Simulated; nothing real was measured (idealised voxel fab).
The name of this process module is voxel local oxidation.
In the cross-section labelled cut, the width is 300 nm and each square cell is 5 nm.
Each cross-section below is a grid of square cells, stated as bands in top-down order, with one or more rows of cells making up each band.
Quick guide to a band line: top height, bottom height (nm) up front; then every material left to right with its width in nm. Only one material and it's marked "full width"? Then it fills the band edge to edge. And "empty" just means empty space.
All heights in this document are referenced to 0, defined as the level beneath which the wafer, as received, consists entirely of one material. The lowest band is not bounded below; it extends indefinitely downward and is written in the form "0..down".
Per-row width for "30..40": begins at first number (top row of band), ends at second number (bottom row), increment between rows held constant.
A step reported as "nothing changed" is a step in which no cell of the cross-section changed.
Entry "Unvented internal voids". Content: empty spaces with no open connection to the top, size 8 cells or greater. Each: width x height at distance. Distance: from left edge. Unit: nm.
If you see something after the settings on a step's line, that's the simulator's own remark about that step.
Among the settings permitted on a step's line is "overlay nm"; applied to a step with a mask, it specifies the extent to which the mask lay to the right of its planned position, whereas a negative figure signifies a position to the left.
BELOW IS THE LIST OF PLANNED PROCESS STEPS
1. RECEIVE,material Si
2. CONFORMAL_DEP,material SiO2,thk nm 5
3. CONFORMAL_DEP,material SiN,thk nm 15
4. PATTERN,tone cover,mask id ACTIVE,material resist,width nm 95,thk nm 20,overlay nm 0
5. DIRECTIONAL_ETCH,etch materials SiN,depth nm 15
6. STRIP,etch materials resist
7. SELECTIVE_ETCH,etch materials SiO2,depth nm 5
8. OXIDIZE,depth nm 10
9. STRIP,etch materials SiN
Keep in mind the plan's value for the width nm of step 4 comes from the first wafer; the wafers don't share that setting, but they do share the same starting point.
AFTER STEP 1, AS RECEIVED: FIRST OF SEVERAL WAFERS, CROSS-SECTION
0..down = Si full width
Unvented internal voids: none
FIRST WAFER OF SEVERAL, CROSS-SECTION, MODULE END, AFTER STEP 9 (LAST)
5..0 = 105 of empty, then 85 of SiO2, then 110 of empty
0..-10 = 115 of SiO2, then 65 of Si, then 120 of SiO2
-10..down = Si full width
Unvented internal voids: none
HERE'S THE LAST WAFER CROSS-SECTIONED AT THE END OF THE MODULE
5..0 = 95 of empty, then 110 of SiO2, then 95 of empty
0..-10 = 105 of SiO2, then 90 of Si, then 105 of SiO2
-10..down = Si full width
Unvented internal voids: none
BELOW: A ROW PER WAFER. CONTENTS AT END OF MODULE: FOR EVERY MATERIAL, CELLS GAINED SINCE RECEIPT (+) OR LOST SINCE RECEIPT (-); THEN CLOSED VOIDS
width nm 95 | -94 Si | +111 SiO2 | Unvented internal voids: none
width nm 100 | -92 Si | +110 SiO2 | Unvented internal voids: none
width nm 105 | -90 Si | +109 SiO2 | Unvented internal voids: none
width nm 110 | -88 Si | +108 SiO2 | Unvented internal voids: none
width nm 115 | -86 Si | +107 SiO2 | Unvented internal voids: none
width nm 120 | -84 Si | +106 SiO2 | Unvented internal voids: none
